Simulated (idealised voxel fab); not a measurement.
You're looking at the process module voxel released beams.
Xsec cut, 255 nm wide, square cell size 5 nm.
Square cells in a grid make up a cross-section in this document, and the grid is given as bands, listed from the top down, each one or more rows of cells. Top, bottom (nm), then materials left to right with widths (nm); lone material tagged "all across" fills the whole band edge to edge; "empty" = empty space. Heights from 0 (as-received wafer is one material below). Bottom band endless downward, as "0 down". Note: "30->40" means the width goes from the first number (top row of the band) to the second number (bottom row) in equal steps per row of cells. Basically "no change occurred" means that step didn't change any cell in the cross-section. "Enclosed void list" - sealed voids, min. 8 cells, no opening to top; format: width x height at distance (distance from left edge; nm throughout). That trailing text on a step's line, after the settings, is the simulator's own remark on the step. The line of a step may include "overlay nm". On a step with a mask, this value is how far to the right of its planned place the mask lay. A negative value means the mask lay to the left.
-- Steps planned for the process
| 1 | RECEIVE [material Si] |
| 2 | CONFORMAL_DEP [material SiN] [thk nm 10] |
| 3 | DIRECTIONAL_DEP [material SiO2] [thk nm 10] |
| 4 | MASKED_ETCH [tone open] [mask id ANCHOR] [width nm 45] [etch materials SiO2] [depth nm 10] [overlay nm 0] |
| 5 | CONFORMAL_DEP [material TiN] [thk nm 15] |
| 6 | MASKED_ETCH [tone cover] [mask id BEAM] [width nm 120] [etch materials TiN] [depth nm 15] [overlay nm -15] |
| 7 | STRIP [etch materials SiO2] |
varied across the wafers: overlay nm of step 6. The plan shows the first wafer's value. All wafers start alike
-- This is how the first of several wafers looked in cross-section when it arrived, which is after step 1
	0 down: Si all across
	Enclosed void list: none
-- Per-wafer rows below. For each material: cells gained (+) or lost (-) since the wafer was received, as of end of module. Then: closed voids
overlay nm -15 | +102 SiN | +84 TiN | Enclosed void list: none
overlay nm -10 | +102 SiN | +84 TiN | Enclosed void list: none
overlay nm -5 | +102 SiN | +84 TiN | Enclosed void list: none
overlay nm 0 | +102 SiN | +84 TiN | Enclosed void list: none
overlay nm 5 | +102 SiN | +84 TiN | Enclosed void list: none
overlay nm 10 | +102 SiN | +84 TiN | Enclosed void list: none
overlay nm 15 | +102 SiN | +84 TiN | Enclosed void list: none
